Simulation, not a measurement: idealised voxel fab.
process module | voxel trench capacitor
cross-section cut | 190 nm wide | cells 5 nm
A cross-section is a grid of square cells, given in bands from the top down. A band is one or more rows of cells.
Each band's line starts with the height of the band's top and of its bottom, in nm. Then come its materials from left to right, each with its width in nm. One material with "throughout" fills the band from edge to edge. "air" is empty space.
Height 0 is the level under which the wafer as received is all one material. The lowest band goes on downwards, as in "0 down".
A width such as "30 to 40" changes by the same amount from each row of cells to the next, from the band's top row to its bottom row.
"no change" after a step means that no cell of the cross-section changed.
closed voids: empty space of 8 cells or more with no open way to the top, each as width x height at its distance from the left edge, in nm
after a step's settings: what the simulator itself notes on the step
overlay nm, on a step with a mask: how far to the right of its planned place the mask lay; to the left if negative
plan
1 op RECEIVE | material Si
2 op CONFORMAL_DEP | material SiN | thk nm 5
3 op DIRECTIONAL_DEP | material aC | thk nm 15
4 op PATTERN | tone open | mask id TRENCH | material resist | width nm 25 | pitch nm 40 | thk nm 35 | overlay nm 0
5 op DIRECTIONAL_ETCH | etch materials aC | depth nm 15
6 op STRIP | etch materials resist
7 op DIRECTIONAL_ETCH | etch materials SiN | depth nm 5
8 op DIRECTIONAL_ETCH | etch materials Si | depth nm 30
9 op STRIP | etch materials aC
10 op CONFORMAL_DEP | material HfO2 | thk nm 5
11 op CONFORMAL_DEP | material TiN | thk nm 5
12 op FILL_DEP | material W | thk nm 10
13 op CMP | height nm 5
as received, after step 1
  0 down: Si throughout
  closed voids: none
a wafer at the end: this start, this plan, one mistake
  5 to 0: SiN 65 | HfO2 5 | TiN 5 | W 5 | TiN 5 | HfO2 5 | SiN 15 | HfO2 5 | TiN 5 | W 5 | TiN 5 | HfO2 5 | SiN 60
  0 to -20: Si 65 | HfO2 5 | TiN 5 | W 5 | TiN 5 | HfO2 5 | Si 15 | HfO2 5 | TiN 5 | W 5 | TiN 5 | HfO2 5 | Si 60
  -20 to -25: Si 65 | HfO2 5 | TiN 15 | HfO2 5 | Si 15 | HfO2 5 | TiN 15 | HfO2 5 | Si 60
  -25 to -30: Si 65 | HfO2 25 | Si 15 | HfO2 25 | Si 60
  -30 down: Si throughout
  closed voids: none
what went wrong: step 4 ran as: op PATTERN | tone open | mask id TRENCH | material resist | width nm 25 | pitch nm 40 | thk nm 35 | overlay nm 5
